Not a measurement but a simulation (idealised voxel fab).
Process module heading - voxel gate over fins
Xsec cut, 235 nm wide, square cell size 5 nm.
Reading order for cross-sections: top band down to bottom band. Underlying form: a grid of square cells. Band size: one or more rows of cells.
Quick guide to a band line: top height, bottom height (nm) up front; then every material left to right with its width in nm. Only one material and it's marked "all across"? Then it fills the band edge to edge. And "empty" just means empty space.
Below 0: as-received wafer, all one material; heights counted from there. Lowest band: no bottom, goes on down, written "0..down".
Note: "30 to 40" means the width goes from the first number (top row of the band) to the second number (bottom row) in equal steps per row of cells.
When a step is marked "remained the same", none of the cells in the cross-section changed during that step.
"Enclosed void entries" - sealed voids, min. 8 cells, no opening to top; format: width x height at distance (distance from left edge; nm throughout).
If you see something after the settings on a step's line, that's the simulator's own remark about that step.
On any step carrying a mask, the "overlay nm" setting, if present on the step's line, tells how far right of its planned place the mask lay; negative values point to the left.

## Below is the list of planned process steps
1: RECEIVE, material Si
2: CONFORMAL_DEP, material SiN, thk nm 5
3: PATTERN, tone cover, mask id FINS, material resist, width nm 15, pitch nm 50, thk nm 20, overlay nm 0
4: DIRECTIONAL_ETCH, etch materials SiN, depth nm 5
5: DIRECTIONAL_ETCH, etch materials Si, depth nm 30
6: STRIP, etch materials resist
7: FILL_DEP, material SiO2, thk nm 5
8: CMP, height nm 5
9: PATTERN, tone open, mask id RAIL, material resist, width nm 15, thk nm 20, overlay nm 0
10: DIRECTIONAL_ETCH, etch materials SiO2, depth nm 30
11: STRIP, etch materials resist
12: CONFORMAL_DEP, material TiN, thk nm 5
13: FILL_DEP, material Ru, thk nm 5
14: CMP, height nm 5
15: SELECTIVE_ETCH, etch materials W Ru TiN, depth nm 20
16: FILL_DEP, material SiO2, thk nm 5
17: CMP, height nm 5
18: SELECTIVE_ETCH, etch materials SiO2, depth nm 15
19: STRIP, etch materials SiN
20: CONFORMAL_DEP, material HfO2, thk nm 5
21: CONFORMAL_DEP, material TiN, thk nm 5
22: CONFORMAL_DEP, material TiAl, thk nm 5
23: CONFORMAL_DEP, material TiN, thk nm 5
24: FILL_DEP, material W, thk nm 15
25: CMP, height nm 30
26: CONFORMAL_DEP, material SiN, thk nm 10

## First of two wafers - as planned

## Incoming wafer, cross-sectional view, post step 1
  0..down = Si all across
  Enclosed void entries: none

## The wafer in cross-section once step 2 is complete
  5..0 = SiN all across
  Below 0, the layers are the same as they were.

## The wafer in cross-section once step 3 is complete
  25..5 = empty 85 / resist 15 / empty 35 / resist 15 / empty 85
  Below 5, the layers are the same as they were.

## The wafer in cross-section once step 4 is complete
  25..5 = empty 85 / resist 15 / empty 35 / resist 15 / empty 85
  5..0 = empty 85 / SiN 15 / empty 35 / SiN 15 / empty 85
  Below 0, the layers are the same as they were.

## The wafer in cross-section once step 5 is complete
  25..5 = empty 85 / resist 15 / empty 35 / resist 15 / empty 85
  5..0 = empty 85 / SiN 15 / empty 35 / SiN 15 / empty 85
  0..-30 = empty 85 / Si 15 / empty 35 / Si 15 / empty 85
  Below -30, the layers are the same as they were.

## The wafer in cross-section once step 6 is complete
  5..0 = empty 85 / SiN 15 / empty 35 / SiN 15 / empty 85
  Below 0, the layers are the same as they were.

## The wafer in cross-section once step 7 is complete
  10..5 = SiO2 all across
  5..0 = SiO2 85 / SiN 15 / SiO2 35 / SiN 15 / SiO2 85
  0..-30 = SiO2 85 / Si 15 / SiO2 35 / Si 15 / SiO2 85
  Below -30, the layers are the same as they were.

## The wafer in cross-section once step 8 is complete
  5..0 = SiO2 85 / SiN 15 / SiO2 35 / SiN 15 / SiO2 85
  Below 0, the layers are the same as they were.

## The wafer in cross-section once step 9 is complete
  25..5 = resist 110 / empty 15 / resist 110
  Below 5, the layers are the same as they were.

## The wafer in cross-section once step 10 is complete
  25..5 = resist 110 / empty 15 / resist 110
  5..0 = SiO2 85 / SiN 15 / SiO2 10 / empty 15 / SiO2 10 / SiN 15 / SiO2 85
  0..-25 = SiO2 85 / Si 15 / SiO2 10 / empty 15 / SiO2 10 / Si 15 / SiO2 85
  Below -25, the layers are the same as they were.

## The wafer in cross-section once step 11 is complete
  5..0 = SiO2 85 / SiN 15 / SiO2 10 / empty 15 / SiO2 10 / SiN 15 / SiO2 85
  Below 0, the layers are the same as they were.

## The wafer in cross-section once step 12 is complete
  10..5 = TiN 115 / empty 5 / TiN 115
  5..0 = SiO2 85 / SiN 15 / SiO2 10 / TiN 5 / empty 5 / TiN 5 / SiO2 10 / SiN 15 / SiO2 85
  0..-20 = SiO2 85 / Si 15 / SiO2 10 / TiN 5 / empty 5 / TiN 5 / SiO2 10 / Si 15 / SiO2 85
  -20..-25 = SiO2 85 / Si 15 / SiO2 10 / TiN 15 / SiO2 10 / Si 15 / SiO2 85
  Below -25, the layers are the same as they were.

## The wafer in cross-section once step 13 is complete
  15..10 = Ru all across
  10..5 = TiN 115 / Ru 5 / TiN 115
  5..0 = SiO2 85 / SiN 15 / SiO2 10 / TiN 5 / Ru 5 / TiN 5 / SiO2 10 / SiN 15 / SiO2 85
  0..-20 = SiO2 85 / Si 15 / SiO2 10 / TiN 5 / Ru 5 / TiN 5 / SiO2 10 / Si 15 / SiO2 85
  Below -20, the layers are the same as they were.

## The wafer in cross-section once step 14 is complete
  5..0 = SiO2 85 / SiN 15 / SiO2 10 / TiN 5 / Ru 5 / TiN 5 / SiO2 10 / SiN 15 / SiO2 85
  Below 0, the layers are the same as they were.

## The wafer in cross-section once step 15 is complete
  5..0 = SiO2 85 / SiN 15 / SiO2 10 / empty 15 / SiO2 10 / SiN 15 / SiO2 85
  0..-15 = SiO2 85 / Si 15 / SiO2 10 / empty 15 / SiO2 10 / Si 15 / SiO2 85
  Below -15, the layers are the same as they were.

## The wafer in cross-section once step 16 is complete
  10..5 = SiO2 all across
  5..0 = SiO2 85 / SiN 15 / SiO2 35 / SiN 15 / SiO2 85
  0..-15 = SiO2 85 / Si 15 / SiO2 35 / Si 15 / SiO2 85
  Below -15, the layers are the same as they were.

## The wafer in cross-section once step 17 is complete
  5..0 = SiO2 85 / SiN 15 / SiO2 35 / SiN 15 / SiO2 85
  Below 0, the layers are the same as they were.

## The wafer in cross-section once step 18 is complete
  5..0 = empty 85 / SiN 15 / empty 35 / SiN 15 / empty 85
  0..-10 = empty 85 / Si 15 / empty 35 / Si 15 / empty 85
  Below -10, the layers are the same as they were.

## The wafer in cross-section once step 19 is complete
  0..-10 = empty 85 / Si 15 / empty 35 / Si 15 / empty 85
  Below -10, the layers are the same as they were.

## The wafer in cross-section once step 20 is complete
  5..0 = empty 80 / HfO2 25 / empty 25 / HfO2 25 / empty 80
  0..-5 = empty 80 / HfO2 5 / Si 15 / HfO2 5 / empty 25 / HfO2 5 / Si 15 / HfO2 5 / empty 80
  -5..-10 = HfO2 85 / Si 15 / HfO2 35 / Si 15 / HfO2 85
  Below -10, the layers are the same as they were.

## The wafer in cross-section once step 21 is complete
  10..5 = empty 75 / TiN 35 / empty 15 / TiN 35 / empty 75
  5..0 = empty 75 / TiN 5 / HfO2 25 / TiN 5 / empty 15 / TiN 5 / HfO2 25 / TiN 5 / empty 75
  0..-5 = TiN 80 / HfO2 5 / Si 15 / HfO2 5 / TiN 25 / HfO2 5 / Si 15 / HfO2 5 / TiN 80
  Below -5, the layers are the same as they were.

## The wafer in cross-section once step 22 is complete
  15..10 = empty 70 / TiAl 45 / empty 5 / TiAl 45 / empty 70
  10..5 = empty 70 / TiAl 5 / TiN 35 / TiAl 5 / empty 5 / TiAl 5 / TiN 35 / TiAl 5 / empty 70
  5..0 = TiAl 75 / TiN 5 / HfO2 25 / TiN 5 / TiAl 15 / TiN 5 / HfO2 25 / TiN 5 / TiAl 75
  Below 0, the layers are the same as they were.

## The wafer in cross-section once step 23 is complete
  20..15 = empty 65 / TiN 105 / empty 65
  15..10 = empty 65 / TiN 5 / TiAl 45 / TiN 5 / TiAl 45 / TiN 5 / empty 65
  10..5 = TiN 70 / TiAl 5 / TiN 35 / TiAl 5 / TiN 5 / TiAl 5 / TiN 35 / TiAl 5 / TiN 70
  Below 5, the layers are the same as they were.

## The wafer in cross-section once step 24 is complete
  35..20 = W all across
  20..15 = W 65 / TiN 105 / W 65
  15..10 = W 65 / TiN 5 / TiAl 45 / TiN 5 / TiAl 45 / TiN 5 / W 65
  Below 10, the layers are the same as they were.

## The wafer in cross-section once step 25 is complete
  30..20 = W all across
  Below 20, the layers are the same as they were.

## The wafer in cross-section once step 26 is complete
  40..30 = SiN all across
  Below 30, the layers are the same as they were.

## Second wafer, same starting conditions and recipe as the first, one mistake in executing it, nothing differs from the first up to and including step 17

## Second wafer, section view, time point: scheduled end of step 18
  5..0 = empty 85 / SiN 15 / empty 35 / SiN 15 / empty 85
  0..-15 = empty 85 / Si 15 / empty 35 / Si 15 / empty 85
  -15..-20 = empty 85 / Si 15 / empty 10 / TiN 5 / Ru 5 / TiN 5 / empty 10 / Si 15 / empty 85
  -20..-25 = empty 85 / Si 15 / empty 10 / TiN 15 / empty 10 / Si 15 / empty 85
  Below -25, the layers are the same as they were.

## Second wafer, section view, time point: scheduled end of step 19
  0..-15 = empty 85 / Si 15 / empty 35 / Si 15 / empty 85
  Below -15, the layers are the same as they were.

## Second wafer, section view, time point: scheduled end of step 20
  5..0 = empty 80 / HfO2 25 / empty 25 / HfO2 25 / empty 80
  0..-10 = empty 80 / HfO2 5 / Si 15 / HfO2 5 / empty 25 / HfO2 5 / Si 15 / HfO2 5 / empty 80
  -10..-15 = empty 80 / HfO2 5 / Si 15 / HfO2 35 / Si 15 / HfO2 5 / empty 80
  -15..-20 = empty 80 / HfO2 5 / Si 15 / HfO2 10 / TiN 5 / Ru 5 / TiN 5 / HfO2 10 / Si 15 / HfO2 5 / empty 80
  -20..-25 = HfO2 85 / Si 15 / HfO2 10 / TiN 15 / HfO2 10 / Si 15 / HfO2 85
  Below -25, the layers are the same as they were.

## Second wafer, section view, time point: scheduled end of step 21
  10..5 = empty 75 / TiN 35 / empty 15 / TiN 35 / empty 75
  5..0 = empty 75 / TiN 5 / HfO2 25 / TiN 5 / empty 15 / TiN 5 / HfO2 25 / TiN 5 / empty 75
  0..-5 = empty 75 / TiN 5 / HfO2 5 / Si 15 / HfO2 5 / TiN 5 / empty 15 / TiN 5 / HfO2 5 / Si 15 / HfO2 5 / TiN 5 / empty 75
  -5..-10 = empty 75 / TiN 5 / HfO2 5 / Si 15 / HfO2 5 / TiN 25 / HfO2 5 / Si 15 / HfO2 5 / TiN 5 / empty 75
  -10..-15 = empty 75 / TiN 5 / HfO2 5 / Si 15 / HfO2 35 / Si 15 / HfO2 5 / TiN 5 / empty 75
  -15..-20 = TiN 80 / HfO2 5 / Si 15 / HfO2 10 / TiN 5 / Ru 5 / TiN 5 / HfO2 10 / Si 15 / HfO2 5 / TiN 80
  Below -20, the layers are the same as they were.

## Second wafer, section view, time point: scheduled end of step 22
  15..10 = empty 70 / TiAl 45 / empty 5 / TiAl 45 / empty 70
  10..5 = empty 70 / TiAl 5 / TiN 35 / TiAl 5 / empty 5 / TiAl 5 / TiN 35 / TiAl 5 / empty 70
  5..0 = empty 70 / TiAl 5 / TiN 5 / HfO2 25 / TiN 5 / TiAl 5 / empty 5 / TiAl 5 / TiN 5 / HfO2 25 / TiN 5 / TiAl 5 / empty 70
  0..-5 = empty 70 / TiAl 5 / TiN 5 / HfO2 5 / Si 15 / HfO2 5 / TiN 5 / TiAl 15 / TiN 5 / HfO2 5 / Si 15 / HfO2 5 / TiN 5 / TiAl 5 / empty 70
  -5..-10 = empty 70 / TiAl 5 / TiN 5 / HfO2 5 / Si 15 / HfO2 5 / TiN 25 / HfO2 5 / Si 15 / HfO2 5 / TiN 5 / TiAl 5 / empty 70
  -10..-15 = TiAl 75 / TiN 5 / HfO2 5 / Si 15 / HfO2 35 / Si 15 / HfO2 5 / TiN 5 / TiAl 75
  Below -15, the layers are the same as they were.

## Second wafer, section view, time point: scheduled end of step 23
  20..15 = empty 65 / TiN 105 / empty 65
  15..10 = empty 65 / TiN 5 / TiAl 45 / TiN 5 / TiAl 45 / TiN 5 / empty 65
  10..5 = empty 65 / TiN 5 / TiAl 5 / TiN 35 / TiAl 5 / TiN 5 / TiAl 5 / TiN 35 / TiAl 5 / TiN 5 / empty 65
  5..0 = empty 65 / TiN 5 / TiAl 5 / TiN 5 / HfO2 25 / TiN 5 / TiAl 5 / TiN 5 / TiAl 5 / TiN 5 / HfO2 25 / TiN 5 / TiAl 5 / TiN 5 / empty 65
  0..-5 = empty 65 / TiN 5 / TiAl 5 / TiN 5 / HfO2 5 / Si 15 / HfO2 5 / TiN 5 / TiAl 15 / TiN 5 / HfO2 5 / Si 15 / HfO2 5 / TiN 5 / TiAl 5 / TiN 5 / empty 65
  -5..-10 = TiN 70 / TiAl 5 / TiN 5 / HfO2 5 / Si 15 / HfO2 5 / TiN 25 / HfO2 5 / Si 15 / HfO2 5 / TiN 5 / TiAl 5 / TiN 70
  Below -10, the layers are the same as they were.

## Second wafer, section view, time point: scheduled end of step 24
  35..20 = W all across
  20..15 = W 65 / TiN 105 / W 65
  15..10 = W 65 / TiN 5 / TiAl 45 / TiN 5 / TiAl 45 / TiN 5 / W 65
  10..5 = W 65 / TiN 5 / TiAl 5 / TiN 35 / TiAl 5 / TiN 5 / TiAl 5 / TiN 35 / TiAl 5 / TiN 5 / W 65
  5..0 = W 65 / TiN 5 / TiAl 5 / TiN 5 / HfO2 25 / TiN 5 / TiAl 5 / TiN 5 / TiAl 5 / TiN 5 / HfO2 25 / TiN 5 / TiAl 5 / TiN 5 / W 65
  0..-5 = W 65 / TiN 5 / TiAl 5 / TiN 5 / HfO2 5 / Si 15 / HfO2 5 / TiN 5 / TiAl 15 / TiN 5 / HfO2 5 / Si 15 / HfO2 5 / TiN 5 / TiAl 5 / TiN 5 / W 65
  Below -5, the layers are the same as they were.

## Second wafer, section view, time point: scheduled end of step 25
  30..20 = W all across
  Below 20, the layers are the same as they were.

## Second wafer, section view, time point: scheduled end of step 26
  40..30 = SiN all across
  Below 30, the layers are the same as they were.
Deviation noted in wafer processing: step 18 in the plan was executed twice
In the final state, the cell counts of the second wafer exceed or fall short of those of the first for the following materials: 16 more of HfO2; 117 fewer of SiO2; 8 more of TiAl; 15 more of TiN; 78 more of W
